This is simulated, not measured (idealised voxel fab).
Proc. module: voxel capacitor over wiring
FYI the section here is cut, 160 nm wide, cells are 5 nm squares.
Just so we're on the same page, the cross-sections are grids of square cells, and they're listed out in bands top to bottom, each band one or more rows deep. In this notation a band is specified by the heights of its top and bottom, in that order and in nm, after which its materials appear from left to right, each paired with its width in nm. The word "edge to edge" attached to a single material means that material fills the band from edge to edge; the word "air" stands for empty space. Convention: height 0 is the level below which the wafer, as received, is all one material. The lowest band does not terminate at the bottom but continues downward, represented as "0..down". A two-number width, for instance "30..40", indicates that the width is equal to the first number in the top row of the band and to the second number in the bottom row, and that it changes by a constant amount per row of cells. A step reported as "no change occurred" is a step in which no cell of the cross-section changed. Empty spaces counting at least 8 cells and having no open way to the top are listed in "Sealed void list". The notation width x height at distance is used for each, the distance being from the left edge and all three values in nm. Past the settings on a step's line: simulator remark, on that step. On any step carrying a mask, the "overlay nm" setting, if present on the step's line, tells how far right of its planned place the mask lay; negative values point to the left.

Steps planned for the process
step 1: op RECEIVE | material Si
step 2: op CONFORMAL_DEP | material SiO2 | thk nm 15
step 3: op CONFORMAL_DEP | material SiCN | thk nm 5
step 4: op DIRECTIONAL_DEP | material SiO2 | thk nm 20
step 5: op DIRECTIONAL_DEP | material aC | thk nm 15
step 6: op PATTERN | tone open | mask id METAL_1 | material resist | width nm 20 | pitch nm 70 | thk nm 35 | overlay nm 0
step 7: op DIRECTIONAL_ETCH | etch materials aC | depth nm 15
step 8: op STRIP | etch materials resist
step 9: op DIRECTIONAL_ETCH | etch materials SiO2 | depth nm 20
step 10: op DIRECTIONAL_ETCH | etch materials SiCN | depth nm 5
step 11: op STRIP | etch materials aC
step 12: op CONFORMAL_DEP | material TiN | thk nm 5
step 13: op FILL_DEP | material Cu | thk nm 5
step 14: op CMP | height nm 40
step 15: op EPI | material Ru | thk nm 5
step 16: op FILL_DEP | material SiCN | thk nm 5
step 17: op DIRECTIONAL_DEP | material lowk | thk nm 10
step 18: op PATTERN | tone open | mask id PLUG_1 | material resist | width nm 15 | thk nm 20 | overlay nm 0
step 19: op DIRECTIONAL_ETCH | etch materials lowk | depth nm 10
step 20: op DIRECTIONAL_ETCH | etch materials SiCN | depth nm 5
step 21: op STRIP | etch materials resist
step 22: op CONFORMAL_DEP | material TiN | thk nm 5
step 23: op FILL_DEP | material W | thk nm 5
step 24: op CMP | height nm 60
step 25: op DIRECTIONAL_DEP | material TiN | thk nm 5
step 26: op DIRECTIONAL_DEP | material SiN | thk nm 5
step 27: op DIRECTIONAL_DEP | material TiN | thk nm 10
step 28: op DIRECTIONAL_DEP | material aC | thk nm 15
step 29: op PATTERN | tone cover | mask id UPPER_PLATE | material resist | width nm 55 | thk nm 35 | overlay nm 0
step 30: op DIRECTIONAL_ETCH | etch materials aC | depth nm 15
step 31: op STRIP | etch materials resist
step 32: op DIRECTIONAL_ETCH | etch materials TiN | depth nm 10
step 33: op DIRECTIONAL_ETCH | etch materials SiN | depth nm 5
step 34: op STRIP | etch materials aC
step 35: op PATTERN | tone cover | mask id LOWER_PLATE | material resist | width nm 65 | thk nm 20 | overlay nm 0
step 36: op DIRECTIONAL_ETCH | etch materials TiN | depth nm 5
step 37: op STRIP | etch materials resist
step 38: op FILL_DEP | material SiO2 | thk nm 15
step 39: op CMP | height nm 90
step 40: op MASKED_ETCH | tone open | mask id PLUG_2 | width nm 15 | etch materials SiO2 | depth nm 10 | overlay nm 0
step 41: op CONFORMAL_DEP | material TiN | thk nm 5
step 42: op FILL_DEP | material Cu | thk nm 10
step 43: op CMP | height nm 90
step 44: op CONFORMAL_DEP | material SiN | thk nm 5

first wafer, as planned

Wafer cross-section on receipt, i.e. after step 1
	0..down = Si edge to edge
	Sealed void list: none

Presented here is a cross-section of the wafer after step 2 has been performed
	15..0 = SiO2 edge to edge
	Unchanged below 0.

Presented here is a cross-section of the wafer after step 3 has been performed
	20..15 = SiCN edge to edge
	Unchanged below 15.

Presented here is a cross-section of the wafer after step 4 has been performed
	40..20 = SiO2 edge to edge
	Unchanged below 20.

Presented here is a cross-section of the wafer after step 5 has been performed
	55..40 = aC edge to edge
	Unchanged below 40.

Presented here is a cross-section of the wafer after step 6 has been performed
	90..55 = resist (35), air (20), resist (50), air (20), resist (35)
	Unchanged below 55.

Presented here is a cross-section of the wafer after step 7 has been performed
	75..55 = resist (35), air (20), resist (50), air (20), resist (35)
	55..40 = aC (35), air (20), aC (50), air (20), aC (35)
	Unchanged below 40.

Presented here is a cross-section of the wafer after step 8 has been performed
	55..40 = aC (35), air (20), aC (50), air (20), aC (35)
	Unchanged below 40.

Presented here is a cross-section of the wafer after step 9 has been performed
	55..40 = aC (35), air (20), aC (50), air (20), aC (35)
	40..20 = SiO2 (35), air (20), SiO2 (50), air (20), SiO2 (35)
	Unchanged below 20.

Presented here is a cross-section of the wafer after step 10 has been performed
	55..40 = aC (35), air (20), aC (50), air (20), aC (35)
	40..20 = SiO2 (35), air (20), SiO2 (50), air (20), SiO2 (35)
	20..15 = SiCN (35), air (20), SiCN (50), air (20), SiCN (35)
	Unchanged below 15.

Presented here is a cross-section of the wafer after step 11 has been performed
	40..20 = SiO2 (35), air (20), SiO2 (50), air (20), SiO2 (35)
	Unchanged below 20.

Presented here is a cross-section of the wafer after step 12 has been performed
	45..40 = TiN (40), air (10), TiN (60), air (10), TiN (40)
	40..20 = SiO2 (35), TiN (5), air (10), TiN (5), SiO2 (50), TiN (5), air (10), TiN (5), SiO2 (35)
	20..15 = SiCN (35), TiN (20), SiCN (50), TiN (20), SiCN (35)
	Unchanged below 15.

Presented here is a cross-section of the wafer after step 13 has been performed
	50..45 = Cu edge to edge
	45..40 = TiN (40), Cu (10), TiN (60), Cu (10), TiN (40)
	40..20 = SiO2 (35), TiN (5), Cu (10), TiN (5), SiO2 (50), TiN (5), Cu (10), TiN (5), SiO2 (35)
	Unchanged below 20.

Presented here is a cross-section of the wafer after step 14 has been performed
	40..20 = SiO2 (35), TiN (5), Cu (10), TiN (5), SiO2 (50), TiN (5), Cu (10), TiN (5), SiO2 (35)
	Unchanged below 20.

Presented here is a cross-section of the wafer after step 15 has been performed
	45..40 = air (30), Ru (30), air (40), Ru (30), air (30)
	Unchanged below 40.

Presented here is a cross-section of the wafer after step 16 has been performed
	50..45 = SiCN edge to edge
	45..40 = SiCN (30), Ru (30), SiCN (40), Ru (30), SiCN (30)
	Unchanged below 40.

Presented here is a cross-section of the wafer after step 17 has been performed
	60..50 = lowk edge to edge
	Unchanged below 50.

Presented here is a cross-section of the wafer after step 18 has been performed
	80..60 = resist (40), air (15), resist (105)
	Unchanged below 60.

Presented here is a cross-section of the wafer after step 19 has been performed
	80..60 = resist (40), air (15), resist (105)
	60..50 = lowk (40), air (15), lowk (105)
	Unchanged below 50.

Presented here is a cross-section of the wafer after step 20 has been performed
	80..60 = resist (40), air (15), resist (105)
	60..50 = lowk (40), air (15), lowk (105)
	50..45 = SiCN (40), air (15), SiCN (105)
	Unchanged below 45.

Presented here is a cross-section of the wafer after step 21 has been performed
	60..50 = lowk (40), air (15), lowk (105)
	Unchanged below 50.

Presented here is a cross-section of the wafer after step 22 has been performed
	65..60 = TiN (45), air (5), TiN (110)
	60..50 = lowk (40), TiN (5), air (5), TiN (5), lowk (105)
	50..45 = SiCN (40), TiN (15), SiCN (105)
	Unchanged below 45.

Presented here is a cross-section of the wafer after step 23 has been performed
	70..65 = W edge to edge
	65..60 = TiN (45), W (5), TiN (110)
	60..50 = lowk (40), TiN (5), W (5), TiN (5), lowk (105)
	Unchanged below 50.

Presented here is a cross-section of the wafer after step 24 has been performed
	60..50 = lowk (40), TiN (5), W (5), TiN (5), lowk (105)
	Unchanged below 50.

Presented here is a cross-section of the wafer after step 25 has been performed
	65..60 = TiN edge to edge
	Unchanged below 60.

Presented here is a cross-section of the wafer after step 26 has been performed
	70..65 = SiN edge to edge
	Unchanged below 65.

Presented here is a cross-section of the wafer after step 27 has been performed
	80..70 = TiN edge to edge
	Unchanged below 70.

Presented here is a cross-section of the wafer after step 28 has been performed
	95..80 = aC edge to edge
	Unchanged below 80.

Presented here is a cross-section of the wafer after step 29 has been performed
	130..95 = air (40), resist (55), air (65)
	Unchanged below 95.

Presented here is a cross-section of the wafer after step 30 has been performed
	115..95 = air (40), resist (55), air (65)
	95..80 = air (40), aC (55), air (65)
	Unchanged below 80.

Presented here is a cross-section of the wafer after step 31 has been performed
	95..80 = air (40), aC (55), air (65)
	Unchanged below 80.

Presented here is a cross-section of the wafer after step 32 has been performed
	95..80 = air (40), aC (55), air (65)
	80..70 = air (40), TiN (55), air (65)
	Unchanged below 70.

Presented here is a cross-section of the wafer after step 33 has been performed
	95..80 = air (40), aC (55), air (65)
	80..70 = air (40), TiN (55), air (65)
	70..65 = air (40), SiN (55), air (65)
	Unchanged below 65.

Presented here is a cross-section of the wafer after step 34 has been performed
	80..70 = air (40), TiN (55), air (65)
	Unchanged below 70.

Presented here is a cross-section of the wafer after step 35 has been performed
	100..80 = air (35), resist (65), air (60)
	80..70 = air (35), resist (5), TiN (55), resist (5), air (60)
	70..65 = air (35), resist (5), SiN (55), resist (5), air (60)
	Unchanged below 65.

Presented here is a cross-section of the wafer after step 36 has been performed
	100..80 = air (35), resist (65), air (60)
	80..70 = air (35), resist (5), TiN (55), resist (5), air (60)
	70..65 = air (35), resist (5), SiN (55), resist (5), air (60)
	65..60 = air (35), TiN (65), air (60)
	Unchanged below 60.

Presented here is a cross-section of the wafer after step 37 has been performed
	80..70 = air (40), TiN (55), air (65)
	70..65 = air (40), SiN (55), air (65)
	Unchanged below 65.

Presented here is a cross-section of the wafer after step 38 has been performed
	95..80 = SiO2 edge to edge
	80..70 = SiO2 (40), TiN (55), SiO2 (65)
	70..65 = SiO2 (40), SiN (55), SiO2 (65)
	65..60 = SiO2 (35), TiN (65), SiO2 (60)
	Unchanged below 60.

Presented here is a cross-section of the wafer after step 39 has been performed
	90..80 = SiO2 edge to edge
	Unchanged below 80.

Presented here is a cross-section of the wafer after step 40 has been performed
	90..80 = SiO2 (50), air (15), SiO2 (95)
	Unchanged below 80.

Presented here is a cross-section of the wafer after step 41 has been performed
	95..90 = TiN (55), air (5), TiN (100)
	90..85 = SiO2 (50), TiN (5), air (5), TiN (5), SiO2 (95)
	85..80 = SiO2 (50), TiN (15), SiO2 (95)
	Unchanged below 80.

Presented here is a cross-section of the wafer after step 42 has been performed
	105..95 = Cu edge to edge
	95..90 = TiN (55), Cu (5), TiN (100)
	90..85 = SiO2 (50), TiN (5), Cu (5), TiN (5), SiO2 (95)
	Unchanged below 85.

Presented here is a cross-section of the wafer after step 43 has been performed
	90..85 = SiO2 (50), TiN (5), Cu (5), TiN (5), SiO2 (95)
	Unchanged below 85.

Presented here is a cross-section of the wafer after step 44 has been performed
	95..90 = SiN edge to edge
	Unchanged below 90.

It is to be noted that the second wafer proceeded from the same initial state and according to the same plan as the first, although one mistake was committed in its execution; through step 24, inclusive, the two wafers share an identical history

Planned end of step 25: second wafer, cross-section
	65..60 = Ru edge to edge
	Unchanged below 60.

Planned end of step 26: second wafer, cross-section
	70..65 = SiN edge to edge
	Unchanged below 65.

Planned end of step 27: second wafer, cross-section
	80..70 = TiN edge to edge
	Unchanged below 70.

Planned end of step 28: second wafer, cross-section
	95..80 = aC edge to edge
	Unchanged below 80.

Planned end of step 29: second wafer, cross-section
	130..95 = air (40), resist (55), air (65)
	Unchanged below 95.

Planned end of step 30: second wafer, cross-section
	115..95 = air (40), resist (55), air (65)
	95..80 = air (40), aC (55), air (65)
	Unchanged below 80.

Planned end of step 31: second wafer, cross-section
	95..80 = air (40), aC (55), air (65)
	Unchanged below 80.

Planned end of step 32: second wafer, cross-section
	95..80 = air (40), aC (55), air (65)
	80..70 = air (40), TiN (55), air (65)
	Unchanged below 70.

Planned end of step 33: second wafer, cross-section
	95..80 = air (40), aC (55), air (65)
	80..70 = air (40), TiN (55), air (65)
	70..65 = air (40), SiN (55), air (65)
	Unchanged below 65.

Planned end of step 34: second wafer, cross-section
	80..70 = air (40), TiN (55), air (65)
	Unchanged below 70.

Planned end of step 35: second wafer, cross-section
	100..80 = air (35), resist (65), air (60)
	80..70 = air (35), resist (5), TiN (55), resist (5), air (60)
	70..65 = air (35), resist (5), SiN (55), resist (5), air (60)
	Unchanged below 65.

Planned end of step 36: second wafer, cross-section: no change occurred

Planned end of step 37: second wafer, cross-section
	80..70 = air (40), TiN (55), air (65)
	70..65 = air (40), SiN (55), air (65)
	Unchanged below 65.

Planned end of step 38: second wafer, cross-section
	95..80 = SiO2 edge to edge
	80..70 = SiO2 (40), TiN (55), SiO2 (65)
	70..65 = SiO2 (40), SiN (55), SiO2 (65)
	Unchanged below 65.

Planned end of step 39: second wafer, cross-section
	90..80 = SiO2 edge to edge
	Unchanged below 80.

Planned end of step 40: second wafer, cross-section
	90..80 = SiO2 (50), air (15), SiO2 (95)
	Unchanged below 80.

Planned end of step 41: second wafer, cross-section
	95..90 = TiN (55), air (5), TiN (100)
	90..85 = SiO2 (50), TiN (5), air (5), TiN (5), SiO2 (95)
	85..80 = SiO2 (50), TiN (15), SiO2 (95)
	Unchanged below 80.

Planned end of step 42: second wafer, cross-section
	105..95 = Cu edge to edge
	95..90 = TiN (55), Cu (5), TiN (100)
	90..85 = SiO2 (50), TiN (5), Cu (5), TiN (5), SiO2 (95)
	Unchanged below 85.

Planned end of step 43: second wafer, cross-section
	90..85 = SiO2 (50), TiN (5), Cu (5), TiN (5), SiO2 (95)
	Unchanged below 85.

Planned end of step 44: second wafer, cross-section
	95..90 = SiN edge to edge
	Unchanged below 90.
The mistake made against the process plan was this: step 25 ran with different settings than intended, the actual operation and settings being op DIRECTIONAL_DEP | material Ru | thk nm 5
FYI, end of process, the second wafer has more or fewer cells of some materials than the first: 32 more of Ru | 19 fewer of SiO2 | 13 fewer of TiN
